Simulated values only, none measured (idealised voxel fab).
The process module that follows is named voxel wiring stack.
The width of the displayed cross-section, cut, is 260 nm; its cells are square, with a size of 5 nm.
Each cross-section below is a grid of square cells, stated as bands in top-down order, with one or more rows of cells making up each band. Top, bottom (nm), then materials left to right with widths (nm); lone material tagged "throughout" fills the whole band edge to edge; "air" = empty space. Where do heights start? At 0: under that level the wafer as delivered is made of one material only. And the lowest band has no floor; it just carries on downward, as in "from 0 down". The width entry "30->40" should be interpreted row by row: the top row of cells in the band takes the first number, the bottom row takes the second number, and the change between adjacent rows is uniform throughout. Given "remained the same" for a step, no cell of the cross-section differs between before and after that step. Empty spaces without an open route to the top, at least 8 cells in extent, make up the entry "Unvented cavities"; each is given as width x height at distance, where the distance is measured from the left edge, and all are in nm. That trailing text on a step's line, after the settings, is the simulator's own remark on the step. Steps that use a mask can have "overlay nm" on their line. It says how far the mask sat to the right of where it was meant to be. Negative means to the left.
Process steps foreseen in the plan
| 1 | RECEIVE | material Si |
| 2 | CONFORMAL_DEP | material SiO2 | thk nm 15 |
| 3 | CONFORMAL_DEP | material SiN | thk nm 5 |
| 4 | DIRECTIONAL_DEP | material SiO2 | thk nm 15 |
| 5 | PATTERN | tone open | mask id METAL_1 | material resist | width nm 30 | pitch nm 60 | thk nm 15 | overlay nm 0 |
| 6 | DIRECTIONAL_ETCH | etch materials SiO2 | depth nm 15 |
| 7 | DIRECTIONAL_ETCH | etch materials SiN | depth nm 5 |
| 8 | STRIP | etch materials resist |
| 9 | CONFORMAL_DEP | material TiN | thk nm 5 |
| 10 | FILL_DEP | material W | thk nm 5 |
| 11 | CMP | height nm 35 |
| 12 | EPI | material Ru | thk nm 5 |
| 13 | FILL_DEP | material SiCN | thk nm 5 |
| 14 | DIRECTIONAL_DEP | material lowk | thk nm 30 |
| 15 | DIRECTIONAL_DEP | material aC | thk nm 10 |
| 16 | PATTERN | tone open | mask id METAL_2 | material resist | width nm 30 | pitch nm 60 | thk nm 25 | overlay nm 0 |
| 17 | DIRECTIONAL_ETCH | etch materials aC | depth nm 10 |
| 18 | STRIP | etch materials resist |
| 19 | DIRECTIONAL_ETCH | etch materials lowk | depth nm 20 |
| 20 | STRIP | etch materials aC |
| 21 | DIRECTIONAL_DEP | material aC | thk nm 15 |
| 22 | PATTERN | tone open | mask id METAL_2_HOLES | material resist | width nm 15 | pitch nm 120 | thk nm 30 | overlay nm 0 |
| 23 | DIRECTIONAL_ETCH | etch materials aC | depth nm 15 |
| 24 | STRIP | etch materials resist |
| 25 | DIRECTIONAL_ETCH | etch materials lowk | depth nm 10 |
| 26 | DIRECTIONAL_ETCH | etch materials SiCN | depth nm 5 |
| 27 | STRIP | etch materials aC |
| 28 | CONFORMAL_DEP | material TiN | thk nm 5 |
| 29 | FILL_DEP | material Cu | thk nm 5 |
| 30 | CMP | height nm 75 |
| 31 | CONFORMAL_DEP | material SiCN | thk nm 5 |
| 32 | DIRECTIONAL_DEP | material lowk | thk nm 15 |
| 33 | MASKED_ETCH | tone open | mask id PLUG_2 | width nm 15 | pitch nm 120 | etch materials lowk | depth nm 15 | overlay nm 0 |
| 34 | MASKED_ETCH | tone open | mask id PLUG_2 | width nm 15 | pitch nm 120 | etch materials SiCN | depth nm 5 | overlay nm 0 |
| 35 | EPI | material Ru | thk nm 10 |
| 36 | EPI | material Ru | thk nm 10 |
| 37 | DIRECTIONAL_DEP | material TiN | thk nm 5 |
| 38 | DIRECTIONAL_DEP | material Ru | thk nm 25 |
| 39 | MASKED_ETCH | tone cover | mask id METAL_3 | width nm 30 | pitch nm 60 | etch materials Ru | depth nm 25 | overlay nm 0 |
| 40 | MASKED_ETCH | tone cover | mask id METAL_3 | width nm 30 | pitch nm 60 | etch materials TiN | depth nm 5 | overlay nm 0 |
| 41 | CONFORMAL_DEP | material SiN | thk nm 5 |
| 42 | FILL_DEP | material SiO2 | thk nm 5 |
| 43 | CMP | height nm 125 |
| 44 | CONFORMAL_DEP | material SiN | thk nm 5 |
The first of two wafers, run as planned
Cross-section of the wafer upon arrival, representing the state reached after step 1
    from 0 down = Si throughout
    Unvented cavities: none
How the wafer stands in section after step 2
    from 15 to 0 = SiO2 throughout
    Everything below 0 is unchanged.
How the wafer stands in section after step 3
    from 20 to 15 = SiN throughout
    Everything below 15 is unchanged.
How the wafer stands in section after step 4
    from 35 to 20 = SiO2 throughout
    Everything below 20 is unchanged.
How the wafer stands in section after step 5
    from 50 to 35 = 55 resist; 30 air; 30 resist; 30 air; 30 resist; 30 air; 55 resist
    Everything below 35 is unchanged.
How the wafer stands in section after step 6
    from 50 to 35 = 55 resist; 30 air; 30 resist; 30 air; 30 resist; 30 air; 55 resist
    from 35 to 20 = 55 SiO2; 30 air; 30 SiO2; 30 air; 30 SiO2; 30 air; 55 SiO2
    Everything below 20 is unchanged.
How the wafer stands in section after step 7
    from 50 to 35 = 55 resist; 30 air; 30 resist; 30 air; 30 resist; 30 air; 55 resist
    from 35 to 20 = 55 SiO2; 30 air; 30 SiO2; 30 air; 30 SiO2; 30 air; 55 SiO2
    from 20 to 15 = 55 SiN; 30 air; 30 SiN; 30 air; 30 SiN; 30 air; 55 SiN
    Everything below 15 is unchanged.
How the wafer stands in section after step 8
    from 35 to 20 = 55 SiO2; 30 air; 30 SiO2; 30 air; 30 SiO2; 30 air; 55 SiO2
    Everything below 20 is unchanged.
How the wafer stands in section after step 9
    from 40 to 35 = 60 TiN; 20 air; 40 TiN; 20 air; 40 TiN; 20 air; 60 TiN
    from 35 to 20 = 55 SiO2; 5 TiN; 20 air; 5 TiN; 30 SiO2; 5 TiN; 20 air; 5 TiN; 30 SiO2; 5 TiN; 20 air; 5 TiN; 55 SiO2
    from 20 to 15 = 55 SiN; 30 TiN; 30 SiN; 30 TiN; 30 SiN; 30 TiN; 55 SiN
    Everything below 15 is unchanged.
How the wafer stands in section after step 10
    from 45 to 40 = W throughout
    from 40 to 35 = 60 TiN; 20 W; 40 TiN; 20 W; 40 TiN; 20 W; 60 TiN
    from 35 to 20 = 55 SiO2; 5 TiN; 20 W; 5 TiN; 30 SiO2; 5 TiN; 20 W; 5 TiN; 30 SiO2; 5 TiN; 20 W; 5 TiN; 55 SiO2
    Everything below 20 is unchanged.
How the wafer stands in section after step 11
    from 35 to 20 = 55 SiO2; 5 TiN; 20 W; 5 TiN; 30 SiO2; 5 TiN; 20 W; 5 TiN; 30 SiO2; 5 TiN; 20 W; 5 TiN; 55 SiO2
    Everything below 20 is unchanged.
How the wafer stands in section after step 12
    from 40 to 35 = 50 air; 40 Ru; 20 air; 40 Ru; 20 air; 40 Ru; 50 air
    Everything below 35 is unchanged.
How the wafer stands in section after step 13
    from 45 to 40 = SiCN throughout
    from 40 to 35 = 50 SiCN; 40 Ru; 20 SiCN; 40 Ru; 20 SiCN; 40 Ru; 50 SiCN
    Everything below 35 is unchanged.
How the wafer stands in section after step 14
    from 75 to 45 = lowk throughout
    Everything below 45 is unchanged.
How the wafer stands in section after step 15
    from 85 to 75 = aC throughout
    Everything below 75 is unchanged.
How the wafer stands in section after step 16
    from 110 to 85 = 55 resist; 30 air; 30 resist; 30 air; 30 resist; 30 air; 55 resist
    Everything below 85 is unchanged.
How the wafer stands in section after step 17
    from 100 to 85 = 55 resist; 30 air; 30 resist; 30 air; 30 resist; 30 air; 55 resist
    from 85 to 75 = 55 aC; 30 air; 30 aC; 30 air; 30 aC; 30 air; 55 aC
    Everything below 75 is unchanged.
How the wafer stands in section after step 18
    from 85 to 75 = 55 aC; 30 air; 30 aC; 30 air; 30 aC; 30 air; 55 aC
    Everything below 75 is unchanged.
How the wafer stands in section after step 19
    from 85 to 75 = 55 aC; 30 air; 30 aC; 30 air; 30 aC; 30 air; 55 aC
    from 75 to 55 = 55 lowk; 30 air; 30 lowk; 30 air; 30 lowk; 30 air; 55 lowk
    Everything below 55 is unchanged.
How the wafer stands in section after step 20
    from 75 to 55 = 55 lowk; 30 air; 30 lowk; 30 air; 30 lowk; 30 air; 55 lowk
    Everything below 55 is unchanged.
How the wafer stands in section after step 21
    from 90 to 75 = 55 aC; 30 air; 30 aC; 30 air; 30 aC; 30 air; 55 aC
    from 75 to 70 = 55 lowk; 30 air; 30 lowk; 30 air; 30 lowk; 30 air; 55 lowk
    from 70 to 55 = 55 lowk; 30 aC; 30 lowk; 30 aC; 30 lowk; 30 aC; 55 lowk
    Everything below 55 is unchanged.
How the wafer stands in section after step 22
    from 120 to 90 = 55 resist; 15 air; 105 resist; 15 air; 70 resist
    from 90 to 75 = 55 aC; 15 air; 15 resist; 30 aC; 30 resist; 30 aC; 15 air; 15 resist; 55 aC
    from 75 to 70 = 55 lowk; 15 air; 15 resist; 30 lowk; 30 resist; 30 lowk; 15 air; 15 resist; 55 lowk
    Everything below 70 is unchanged.
How the wafer stands in section after step 23
    from 105 to 90 = 55 resist; 15 air; 105 resist; 15 air; 70 resist
    from 90 to 75 = 55 aC; 15 air; 15 resist; 30 aC; 30 resist; 30 aC; 15 air; 15 resist; 55 aC
    from 75 to 70 = 55 lowk; 15 air; 15 resist; 30 lowk; 30 resist; 30 lowk; 15 air; 15 resist; 55 lowk
    from 70 to 55 = 55 lowk; 15 air; 15 aC; 30 lowk; 30 aC; 30 lowk; 15 air; 15 aC; 55 lowk
    Everything below 55 is unchanged.
How the wafer stands in section after step 24
    from 90 to 75 = 55 aC; 30 air; 30 aC; 30 air; 30 aC; 30 air; 55 aC
    from 75 to 70 = 55 lowk; 30 air; 30 lowk; 30 air; 30 lowk; 30 air; 55 lowk
    Everything below 70 is unchanged.
How the wafer stands in section after step 25
    from 90 to 75 = 55 aC; 30 air; 30 aC; 30 air; 30 aC; 30 air; 55 aC
    from 75 to 70 = 55 lowk; 30 air; 30 lowk; 30 air; 30 lowk; 30 air; 55 lowk
    from 70 to 55 = 55 lowk; 15 air; 15 aC; 30 lowk; 30 aC; 30 lowk; 15 air; 15 aC; 55 lowk
    from 55 to 45 = 55 lowk; 15 air; 105 lowk; 15 air; 70 lowk
    Everything below 45 is unchanged.
How the wafer stands in section after step 26
    from 90 to 75 = 55 aC; 30 air; 30 aC; 30 air; 30 aC; 30 air; 55 aC
    from 75 to 70 = 55 lowk; 30 air; 30 lowk; 30 air; 30 lowk; 30 air; 55 lowk
    from 70 to 55 = 55 lowk; 15 air; 15 aC; 30 lowk; 30 aC; 30 lowk; 15 air; 15 aC; 55 lowk
    from 55 to 45 = 55 lowk; 15 air; 105 lowk; 15 air; 70 lowk
    from 45 to 40 = 55 SiCN; 15 air; 105 SiCN; 15 air; 70 SiCN
    Everything below 40 is unchanged.
How the wafer stands in section after step 27
    from 75 to 55 = 55 lowk; 30 air; 30 lowk; 30 air; 30 lowk; 30 air; 55 lowk
    Everything below 55 is unchanged.
How the wafer stands in section after step 28
    from 80 to 75 = 60 TiN; 20 air; 40 TiN; 20 air; 40 TiN; 20 air; 60 TiN
    from 75 to 60 = 55 lowk; 5 TiN; 20 air; 5 TiN; 30 lowk; 5 TiN; 20 air; 5 TiN; 30 lowk; 5 TiN; 20 air; 5 TiN; 55 lowk
    from 60 to 55 = 55 lowk; 5 TiN; 5 air; 20 TiN; 30 lowk; 30 TiN; 30 lowk; 5 TiN; 5 air; 20 TiN; 55 lowk
    from 55 to 45 = 55 lowk; 5 TiN; 5 air; 5 TiN; 105 lowk; 5 TiN; 5 air; 5 TiN; 70 lowk
    from 45 to 40 = 55 SiCN; 15 TiN; 105 SiCN; 15 TiN; 70 SiCN
    Everything below 40 is unchanged.
How the wafer stands in section after step 29
    from 85 to 80 = Cu throughout
    from 80 to 75 = 60 TiN; 20 Cu; 40 TiN; 20 Cu; 40 TiN; 20 Cu; 60 TiN
    from 75 to 60 = 55 lowk; 5 TiN; 20 Cu; 5 TiN; 30 lowk; 5 TiN; 20 Cu; 5 TiN; 30 lowk; 5 TiN; 20 Cu; 5 TiN; 55 lowk
    from 60 to 55 = 55 lowk; 5 TiN; 5 Cu; 20 TiN; 30 lowk; 30 TiN; 30 lowk; 5 TiN; 5 Cu; 20 TiN; 55 lowk
    from 55 to 45 = 55 lowk; 5 TiN; 5 Cu; 5 TiN; 105 lowk; 5 TiN; 5 Cu; 5 TiN; 70 lowk
    Everything below 45 is unchanged.
How the wafer stands in section after step 30
    from 75 to 60 = 55 lowk; 5 TiN; 20 Cu; 5 TiN; 30 lowk; 5 TiN; 20 Cu; 5 TiN; 30 lowk; 5 TiN; 20 Cu; 5 TiN; 55 lowk
    Everything below 60 is unchanged.
How the wafer stands in section after step 31
    from 80 to 75 = SiCN throughout
    Everything below 75 is unchanged.
How the wafer stands in section after step 32
    from 95 to 80 = lowk throughout
    Everything below 80 is unchanged.
How the wafer stands in section after step 33
    from 95 to 80 = 55 lowk; 15 air; 105 lowk; 15 air; 70 lowk
    Everything below 80 is unchanged.
How the wafer stands in section after step 34
    from 95 to 80 = 55 lowk; 15 air; 105 lowk; 15 air; 70 lowk
    from 80 to 75 = 55 SiCN; 15 air; 105 SiCN; 15 air; 70 SiCN
    Everything below 75 is unchanged.
How the wafer stands in section after step 35
    from 95 to 85 = 55 lowk; 15 air; 105 lowk; 15 air; 70 lowk
    from 85 to 80 = 55 lowk; 15 Ru; 105 lowk; 15 Ru; 70 lowk
    from 80 to 75 = 55 SiCN; 15 Ru; 105 SiCN; 15 Ru; 70 SiCN
    Everything below 75 is unchanged.
How the wafer stands in section after step 36
    from 95 to 80 = 55 lowk; 15 Ru; 105 lowk; 15 Ru; 70 lowk
    Everything below 80 is unchanged.
How the wafer stands in section after step 37
    from 100 to 95 = TiN throughout
    Everything below 95 is unchanged.
How the wafer stands in section after step 38
    from 125 to 100 = Ru throughout
    Everything below 100 is unchanged.
How the wafer stands in section after step 39
    from 125 to 100 = 55 air; 30 Ru; 30 air; 30 Ru; 30 air; 30 Ru; 55 air
    Everything below 100 is unchanged.
How the wafer stands in section after step 40
    from 125 to 100 = 55 air; 30 Ru; 30 air; 30 Ru; 30 air; 30 Ru; 55 air
    from 100 to 95 = 55 air; 30 TiN; 30 air; 30 TiN; 30 air; 30 TiN; 55 air
    Everything below 95 is unchanged.
How the wafer stands in section after step 41
    from 130 to 125 = 50 air; 40 SiN; 20 air; 40 SiN; 20 air; 40 SiN; 50 air
    from 125 to 100 = 50 air; 5 SiN; 30 Ru; 5 SiN; 20 air; 5 SiN; 30 Ru; 5 SiN; 20 air; 5 SiN; 30 Ru; 5 SiN; 50 air
    from 100 to 95 = 55 SiN; 30 TiN; 30 SiN; 30 TiN; 30 SiN; 30 TiN; 55 SiN
    Everything below 95 is unchanged.
How the wafer stands in section after step 42
    from 135 to 130 = SiO2 throughout
    from 130 to 125 = 50 SiO2; 40 SiN; 20 SiO2; 40 SiN; 20 SiO2; 40 SiN; 50 SiO2
    from 125 to 100 = 50 SiO2; 5 SiN; 30 Ru; 5 SiN; 20 SiO2; 5 SiN; 30 Ru; 5 SiN; 20 SiO2; 5 SiN; 30 Ru; 5 SiN; 50 SiO2
    Everything below 100 is unchanged.
How the wafer stands in section after step 43
    from 125 to 100 = 50 SiO2; 5 SiN; 30 Ru; 5 SiN; 20 SiO2; 5 SiN; 30 Ru; 5 SiN; 20 SiO2; 5 SiN; 30 Ru; 5 SiN; 50 SiO2
    Everything below 100 is unchanged.
How the wafer stands in section after step 44
    from 130 to 125 = SiN throughout
    Everything below 125 is unchanged.
Wafer two. Identical start, identical plan. One mistake in execution. Identical history through step 31
When step 32 should have ended
    from 110 to 80 = lowk throughout
    Everything below 80 is unchanged.
When step 33 should have ended
    from 110 to 95 = 55 lowk; 15 air; 105 lowk; 15 air; 70 lowk
    Everything below 95 is unchanged.
when step 34 should have ended: remained the same
when step 35 should have ended: remained the same
when step 36 should have ended: remained the same
When step 37 should have ended
    from 115 to 110 = 55 TiN; 15 air; 105 TiN; 15 air; 70 TiN
    from 110 to 100 = 55 lowk; 15 air; 105 lowk; 15 air; 70 lowk
    from 100 to 95 = 55 lowk; 15 TiN; 105 lowk; 15 TiN; 70 lowk
    Everything below 95 is unchanged.
When step 38 should have ended
    from 140 to 125 = 55 Ru; 15 air; 105 Ru; 15 air; 70 Ru
    from 125 to 115 = Ru throughout
    from 115 to 110 = 55 TiN; 15 Ru; 105 TiN; 15 Ru; 70 TiN
    from 110 to 100 = 55 lowk; 15 Ru; 105 lowk; 15 Ru; 70 lowk
    Everything below 100 is unchanged.
When step 39 should have ended
    from 140 to 125 = 70 air; 15 Ru; 30 air; 30 Ru; 45 air; 15 Ru; 55 air
    from 125 to 115 = 55 air; 30 Ru; 30 air; 30 Ru; 30 air; 30 Ru; 55 air
    Everything below 115 is unchanged.
When step 40 should have ended
    from 140 to 125 = 70 air; 15 Ru; 30 air; 30 Ru; 45 air; 15 Ru; 55 air
    from 125 to 115 = 55 air; 30 Ru; 30 air; 30 Ru; 30 air; 30 Ru; 55 air
    from 115 to 110 = 55 air; 15 Ru; 15 TiN; 30 air; 30 TiN; 30 air; 15 Ru; 15 TiN; 55 air
    Everything below 110 is unchanged.
When step 41 should have ended
    from 145 to 140 = 65 air; 25 SiN; 20 air; 40 SiN; 35 air; 25 SiN; 50 air
    from 140 to 130 = 65 air; 5 SiN; 15 Ru; 5 SiN; 20 air; 5 SiN; 30 Ru; 5 SiN; 35 air; 5 SiN; 15 Ru; 5 SiN; 50 air
    from 130 to 125 = 50 air; 20 SiN; 15 Ru; 5 SiN; 20 air; 5 SiN; 30 Ru; 5 SiN; 20 air; 20 SiN; 15 Ru; 5 SiN; 50 air
    from 125 to 115 = 50 air; 5 SiN; 30 Ru; 5 SiN; 20 air; 5 SiN; 30 Ru; 5 SiN; 20 air; 5 SiN; 30 Ru; 5 SiN; 50 air
    from 115 to 110 = 55 SiN; 15 Ru; 15 TiN; 30 SiN; 30 TiN; 30 SiN; 15 Ru; 15 TiN; 55 SiN
    Everything below 110 is unchanged.
When step 42 should have ended
    from 150 to 145 = SiO2 throughout
    from 145 to 140 = 65 SiO2; 25 SiN; 20 SiO2; 40 SiN; 35 SiO2; 25 SiN; 50 SiO2
    from 140 to 130 = 65 SiO2; 5 SiN; 15 Ru; 5 SiN; 20 SiO2; 5 SiN; 30 Ru; 5 SiN; 35 SiO2; 5 SiN; 15 Ru; 5 SiN; 50 SiO2
    from 130 to 125 = 50 SiO2; 20 SiN; 15 Ru; 5 SiN; 20 SiO2; 5 SiN; 30 Ru; 5 SiN; 20 SiO2; 20 SiN; 15 Ru; 5 SiN; 50 SiO2
    from 125 to 115 = 50 SiO2; 5 SiN; 30 Ru; 5 SiN; 20 SiO2; 5 SiN; 30 Ru; 5 SiN; 20 SiO2; 5 SiN; 30 Ru; 5 SiN; 50 SiO2
    Everything below 115 is unchanged.
When step 43 should have ended
    from 125 to 115 = 50 SiO2; 5 SiN; 30 Ru; 5 SiN; 20 SiO2; 5 SiN; 30 Ru; 5 SiN; 20 SiO2; 5 SiN; 30 Ru; 5 SiN; 50 SiO2
    Everything below 115 is unchanged.
When step 44 should have ended
    from 130 to 125 = SiN throughout
    Everything below 125 is unchanged.
What was done differently from what was planned? plan step 32 ran twice
End check, counted in cells, second wafer has more or fewer of these materials than the first: 60 fewer of Ru, 6 more of SiCN, 18 fewer of SiN, 84 fewer of SiO2, 156 more of lowk
